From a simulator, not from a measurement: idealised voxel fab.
process module | voxel plated lines
cross-section cut | 175 nm wide | cells 5 nm
Just so we're on the same page, the cross-sections are grids of square cells, and they're listed out in bands top to bottom, each band one or more rows deep. For a band, the entry starts with two heights in nm, that of the top and then that of the bottom, and carries on with the band's materials in order from left to right, each alongside its width in nm; the word "everywhere" beside a single material means it fills the band edge to edge, and "empty" means empty space. Measure heights from 0. That's the level where, below it, the as-received wafer is all one material. The lowest band is bottomless and extends downward; write it as in "from 0 down". A width such as "30 to 40" changes by the same amount from each row of cells to the next, from the band's top row to its bottom row. It should be understood that the words "no modifications", when stated for a given step, signify that the cross-section underwent no change in any of its cells during that step. "Fully closed voids": sealed empty spaces, 8 cells or more, no open way to top, listed width x height at distance, with distance from the left edge and width, height and distance in nm. Heads up: the bit after the settings on a step's line is the simulator's remark on that step. "overlay nm" on a masked step: distance the mask lay right of its planned place, negative for left.
THESE ARE THE STEPS WE PLANNED FOR THE PROCESS
1,RECEIVE | material Si
2,CONFORMAL_DEP | material SiO2 | thk nm 5
3,DIRECTIONAL_DEP | material TiN | thk nm 5
4,PATTERN | tone open | mask id LINES | material resist | width nm 20 | pitch nm 40 | thk nm 40 | overlay nm 0
5,EPI | material Ru | thk nm 5
6,EPI | material Ru | thk nm 5
7,EPI | material Ru | thk nm 10
8,STRIP | etch materials resist
9,DIRECTIONAL_ETCH | etch materials TiN | depth nm 5
10,CONFORMAL_DEP | material SiN | thk nm 10
AS-RECEIVED WAFER CROSS-SECTION (AFTER STEP 1)
- from 0 down: Si everywhere
- Fully closed voids: none
WAFER CROSS-SECTION AT MODULE END: FIRST OF TWO, RUN TO PLAN
- from 40 to 30: empty 25, SiN 120, empty 30
- from 30 to 15: empty 25, SiN 10, Ru 20, SiN 20, Ru 20, SiN 20, Ru 20, SiN 10, empty 30
- from 15 to 10: SiN 35, Ru 20, SiN 20, Ru 20, SiN 20, Ru 20, SiN 40
- from 10 to 5: SiN 35, TiN 20, SiN 20, TiN 20, SiN 20, TiN 20, SiN 40
- from 5 to 0: SiO2 everywhere
- from 0 down: Si everywhere
- Fully closed voids: none
WAFER TWO CROSS-SECTION, MODULE END. START AND PLAN UNCHANGED FROM WAFER ONE; ONE MISTAKE MADE DURING THE RUN
- from 40 to 30: empty 25, SiN 125, empty 25
- from 30 to 15: empty 25, SiN 10, Ru 25, SiN 15, Ru 25, SiN 15, Ru 25, SiN 10, empty 25
- from 15 to 10: SiN 35, Ru 25, SiN 15, Ru 25, SiN 15, Ru 25, SiN 35
- from 10 to 5: SiN 35, TiN 25, SiN 15, TiN 25, SiN 15, TiN 25, SiN 35
- from 5 to 0: SiO2 everywhere
- from 0 down: Si everywhere
- Fully closed voids: none
Diagnosis: off-plan run, step 4, actual operation and settings PATTERN | tone open | mask id LINES | material resist | width nm 25 | pitch nm 40 | thk nm 40 | overlay nm 0
Final cells, second wafer relative to first, materials higher or lower: Ru +12 | SiN -10 | TiN +3
